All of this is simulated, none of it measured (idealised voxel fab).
process module | voxel self aligned vias
cross-section cut | 140 nm wide | cells 5 nm
A cross-section is a grid of square cells, given in bands from the top down. A band is one or more rows of cells.
Each band's line starts with the height of the band's top and of its bottom, in nm. Then come its materials from left to right, each with its width in nm. One material with "throughout" fills the band from edge to edge. "air" is empty space.
Height 0 is the level under which the wafer as received is all one material. The lowest band goes on downwards, as in "0 down".
A width such as "30 to 40" changes by the same amount from each row of cells to the next, from the band's top row to its bottom row.
"no change" after a step means that no cell of the cross-section changed.
closed voids: empty space of 8 cells or more with no open way to the top, each as width x height at its distance from the left edge, in nm
after a step's settings: what the simulator itself notes on the step
overlay nm, on a step with a mask: how far to the right of its planned place the mask lay; to the left if negative
plan
1 op RECEIVE | material Si
2 op CONFORMAL_DEP | material SiO2 | thk nm 15
3 op CONFORMAL_DEP | material SiCN | thk nm 5
4 op DIRECTIONAL_DEP | material SiO2 | thk nm 30
5 op DIRECTIONAL_DEP | material aC | thk nm 10
6 op PATTERN | tone open | mask id LINES | material resist | width nm 25 | pitch nm 60 | thk nm 30 | overlay nm 0
7 op DIRECTIONAL_ETCH | etch materials aC | depth nm 10
8 op STRIP | etch materials resist
9 op DIRECTIONAL_ETCH | etch materials SiO2 | depth nm 30
10 op STRIP | etch materials aC
11 op CONFORMAL_DEP | material TiN | thk nm 5
12 op FILL_DEP | material W | thk nm 10
13 op CMP | height nm 50
14 op SELECTIVE_ETCH | etch materials W Ru TiN | depth nm 5
15 op FILL_DEP | material SiN | thk nm 10
16 op CMP | height nm 50
17 op DIRECTIONAL_DEP | material SiO2 | thk nm 20
18 op DIRECTIONAL_DEP | material aC | thk nm 15
19 op PATTERN | tone open | mask id VIAS | material resist | width nm 35 | thk nm 35 | overlay nm 0
20 op DIRECTIONAL_ETCH | etch materials aC | depth nm 15
21 op STRIP | etch materials resist
22 op DIRECTIONAL_ETCH | etch materials SiO2 | depth nm 20
23 op DIRECTIONAL_ETCH | etch materials SiN | depth nm 5
24 op STRIP | etch materials aC
25 op CONFORMAL_DEP | material TiN | thk nm 5
26 op FILL_DEP | material Ru | thk nm 10
27 op CMP | height nm 70
28 op CONFORMAL_DEP | material SiN | thk nm 5
as received, after step 1
  0 down: Si throughout
  closed voids: none
a wafer at the end: this start, this plan, one mistake
  75 to 70: SiN throughout
  70 to 55: SiO2 15 | TiN 5 | Ru 25 | TiN 5 | SiO2 90
  55 to 50: SiO2 15 | TiN 15 | Ru 15 | TiN 5 | SiO2 90
  50 to 45: SiO2 25 | TiN 25 | SiO2 35 | SiN 25 | SiO2 30
  45 to 25: SiO2 25 | TiN 5 | W 15 | TiN 5 | SiO2 35 | TiN 5 | W 15 | TiN 5 | SiO2 30
  25 to 20: SiO2 25 | TiN 25 | SiO2 35 | TiN 25 | SiO2 30
  20 to 15: SiCN throughout
  15 to 0: SiO2 throughout
  0 down: Si throughout
  closed voids: none
what went wrong: step 19 ran as: op PATTERN | tone open | mask id VIAS | material resist | width nm 35 | thk nm 35 | overlay nm -5
